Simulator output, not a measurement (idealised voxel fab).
The following is a process module called voxel ribs on slabs.
Displayed cross-section: cut, width of 185 nm, square cells sized 5 nm.
Cross-section format: a grid of square cells, given as bands from top to bottom; each band is one or more rows of cells. Top, bottom (nm), then materials left to right with widths (nm); lone material tagged "everywhere" fills the whole band edge to edge; "empty" = empty space. Height is counted from the level 0, under which the received wafer is composed throughout of one material. The lowest of the bands is not closed at the bottom but continues downward, in the notation "0 -> down". Top row gets the first number, bottom row gets the second, and each row in between changes by the same step: that is how a band width like "30 to 40" works. "no change" -> step changed no cross-section cell. Heads up: "Closed empty spaces" only lists the empty pockets with no open path to the top that are 8 cells or more, and it writes them as width x height at distance, distance from the left edge, in nm. On each step's line, the part that comes after the settings is the simulator's own comment on the step. overlay nm: step with mask; distance mask lay right of planned place; negative value = left of planned place.

Planned step list for the process:
1,RECEIVE,material Si
2,DIRECTIONAL_DEP,material SiO2,thk nm 20
3,DIRECTIONAL_DEP,material polySi,thk nm 15
4,MASKED_ETCH,tone cover,mask id RIB,width nm 15,etch materials polySi,depth nm 5,overlay nm 0
5,MASKED_ETCH,tone cover,mask id SLAB,width nm 55,etch materials polySi,depth nm 10,overlay nm 0
6,FILL_DEP,material SiO2,thk nm 20
7,CMP,height nm 45
8,DIRECTIONAL_DEP,material TiN,thk nm 5
9,DIRECTIONAL_DEP,material aC,thk nm 10
10,PATTERN,tone cover,mask id HEATER,material resist,width nm 25,thk nm 30,overlay nm 0
11,DIRECTIONAL_ETCH,etch materials aC,depth nm 10
12,STRIP,etch materials resist
13,DIRECTIONAL_ETCH,etch materials TiN,depth nm 5
14,STRIP,etch materials aC
15,CONFORMAL_DEP,material SiN,thk nm 5

Of two wafers, the first: run according to plan:

Wafer at receipt (post step 1), cross-section:
> 0 -> down: Si everywhere
> Closed empty spaces: none

Wafer xsec, post step 2:
> 20 -> 0: SiO2 everywhere
> Below 0, the layers are the same as they were.

Wafer xsec, post step 3:
> 35 -> 20: polySi everywhere
> Below 20, the layers are the same as they were.

Wafer xsec, post step 4:
> 35 -> 30: empty: 85, then polySi: 15, then empty: 85
> Below 30, the layers are the same as they were.

Wafer xsec, post step 5:
> 35 -> 30: empty: 85, then polySi: 15, then empty: 85
> 30 -> 20: empty: 65, then polySi: 55, then empty: 65
> Below 20, the layers are the same as they were.

Wafer xsec, post step 6:
> 55 -> 35: SiO2 everywhere
> 35 -> 30: SiO2: 85, then polySi: 15, then SiO2: 85
> 30 -> 20: SiO2: 65, then polySi: 55, then SiO2: 65
> Below 20, the layers are the same as they were.

Wafer xsec, post step 7:
> 45 -> 35: SiO2 everywhere
> Below 35, the layers are the same as they were.

Wafer xsec, post step 8:
> 50 -> 45: TiN everywhere
> Below 45, the layers are the same as they were.

Wafer xsec, post step 9:
> 60 -> 50: aC everywhere
> Below 50, the layers are the same as they were.

Wafer xsec, post step 10:
> 90 -> 60: empty: 80, then resist: 25, then empty: 80
> Below 60, the layers are the same as they were.

Wafer xsec, post step 11:
> 80 -> 60: empty: 80, then resist: 25, then empty: 80
> 60 -> 50: empty: 80, then aC: 25, then empty: 80
> Below 50, the layers are the same as they were.

Wafer xsec, post step 12:
> 60 -> 50: empty: 80, then aC: 25, then empty: 80
> Below 50, the layers are the same as they were.

Wafer xsec, post step 13:
> 60 -> 50: empty: 80, then aC: 25, then empty: 80
> 50 -> 45: empty: 80, then TiN: 25, then empty: 80
> Below 45, the layers are the same as they were.

Wafer xsec, post step 14:
> 50 -> 45: empty: 80, then TiN: 25, then empty: 80
> Below 45, the layers are the same as they were.

Wafer xsec, post step 15:
> 55 -> 50: empty: 75, then SiN: 35, then empty: 75
> 50 -> 45: SiN: 80, then TiN: 25, then SiN: 80
> Below 45, the layers are the same as they were.

The second wafer began exactly as the first did and followed the same plan, but one mistake was made while running it; through step 3 inclusive, the two wafers are identical:

Second wafer profile in section, at the moment step 4 of the plan was meant to be complete:
> 35 -> 30: polySi: 85, then empty: 15, then polySi: 85
> Below 30, the layers are the same as they were.

Second wafer profile in section, at the moment step 5 of the plan was meant to be complete:
> 35 -> 30: empty: 65, then polySi: 20, then empty: 15, then polySi: 20, then empty: 65
> 30 -> 25: empty: 65, then polySi: 55, then empty: 65
> Below 25, the layers are the same as they were.

Second wafer profile in section, at the moment step 6 of the plan was meant to be complete:
> 55 -> 35: SiO2 everywhere
> 35 -> 30: SiO2: 65, then polySi: 20, then SiO2: 15, then polySi: 20, then SiO2: 65
> 30 -> 25: SiO2: 65, then polySi: 55, then SiO2: 65
> Below 25, the layers are the same as they were.

Second wafer profile in section, at the moment step 7 of the plan was meant to be complete:
> 45 -> 35: SiO2 everywhere
> Below 35, the layers are the same as they were.

Second wafer profile in section, at the moment step 8 of the plan was meant to be complete:
> 50 -> 45: TiN everywhere
> Below 45, the layers are the same as they were.

Second wafer profile in section, at the moment step 9 of the plan was meant to be complete:
> 60 -> 50: aC everywhere
> Below 50, the layers are the same as they were.

Second wafer profile in section, at the moment step 10 of the plan was meant to be complete:
> 90 -> 60: empty: 80, then resist: 25, then empty: 80
> Below 60, the layers are the same as they were.

Second wafer profile in section, at the moment step 11 of the plan was meant to be complete:
> 80 -> 60: empty: 80, then resist: 25, then empty: 80
> 60 -> 50: empty: 80, then aC: 25, then empty: 80
> Below 50, the layers are the same as they were.

Second wafer profile in section, at the moment step 12 of the plan was meant to be complete:
> 60 -> 50: empty: 80, then aC: 25, then empty: 80
> Below 50, the layers are the same as they were.

Second wafer profile in section, at the moment step 13 of the plan was meant to be complete:
> 60 -> 50: empty: 80, then aC: 25, then empty: 80
> 50 -> 45: empty: 80, then TiN: 25, then empty: 80
> Below 45, the layers are the same as they were.

Second wafer profile in section, at the moment step 14 of the plan was meant to be complete:
> 50 -> 45: empty: 80, then TiN: 25, then empty: 80
> Below 45, the layers are the same as they were.

Second wafer profile in section, at the moment step 15 of the plan was meant to be complete:
> 55 -> 50: empty: 75, then SiN: 35, then empty: 75
> 50 -> 45: SiN: 80, then TiN: 25, then SiN: 80
> Below 45, the layers are the same as they were.
What was the processing mistake? step 4 ran with different settings than intended, the actual operation and settings being MASKED_ETCH,tone open,mask id RIB,width nm 15,etch materials polySi,depth nm 5,overlay nm 0
FYI, end of process, the second wafer has more or fewer cells of some materials than the first: SiO2: 31 fewer, polySi: 31 more
